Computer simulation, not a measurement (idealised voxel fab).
Presented below is a process module, voxel lift off.
Cross-section cut: width 160 nm, square cells of 5 nm.
Notation: cross-section as square-cell grid; stated in bands, top first, going down; one or more cell rows per band.
What a band's entry tells you: where the top is and where the bottom is, as heights in nm, and after that what lies inside, material by material from left to right, each with its width in nm. Empty space is written as the word "blank", and a single material marked with the word "edge to edge" occupies the band from edge to edge.
Basically, 0 is our baseline, since under it the wafer straight out of the box is all one material. The bottom band has no lower end and keeps on going down, so it looks like "from 0 down".
Width "30 to 40": first value at the band's top row of cells, second value at its bottom row, equal change from row to row.
"everything unchanged", as given for a step, is the statement that not any cell of the cross-section underwent a change during that step.
"Trapped cavities" specifies each empty space that is not open to the top and that occupies no fewer than 8 cells, using the form width x height at distance, the distance measured from the left edge and all three quantities in nm.
Formally, on a step line, whatever follows the settings is a remark that the simulator itself makes on the step.
overlay nm: on a step with a mask, how far right of its planned place the mask lay; negative means left.

PLANNED PROCESS STEPS
- 1: op RECEIVE | material Si
- 2: op CONFORMAL_DEP | material SiO2 | thk nm 5
- 3: op PATTERN | tone open | mask id LINES | material resist | width nm 15 | pitch nm 30 | thk nm 20 | overlay nm 0
- 4: op DIRECTIONAL_DEP | material Ru | thk nm 10
- 5: op STRIP | etch materials resist
- 6: op CONFORMAL_DEP | material SiO2 | thk nm 10

THE CROSS-SECTION HERE SHOWS THE WAFER AS RECEIVED, I.E. IN ITS STATE AFTER STEP 1
- from 0 down  Si edge to edge
- Trapped cavities: none

FINAL CROSS-SECTION, MODULE RUN WITH ONE MISTAKE (START AND PLAN AS ABOVE)
- from 25 to 15  blank 45, SiO2 65, blank 50
- from 15 to 0  SiO2 edge to edge
- from 0 down  Si edge to edge
- Trapped cavities: none
Here's what went sideways: in deviation from the planned setting, step 4 was conducted as op DIRECTIONAL_DEP | material SiO2 | thk nm 10
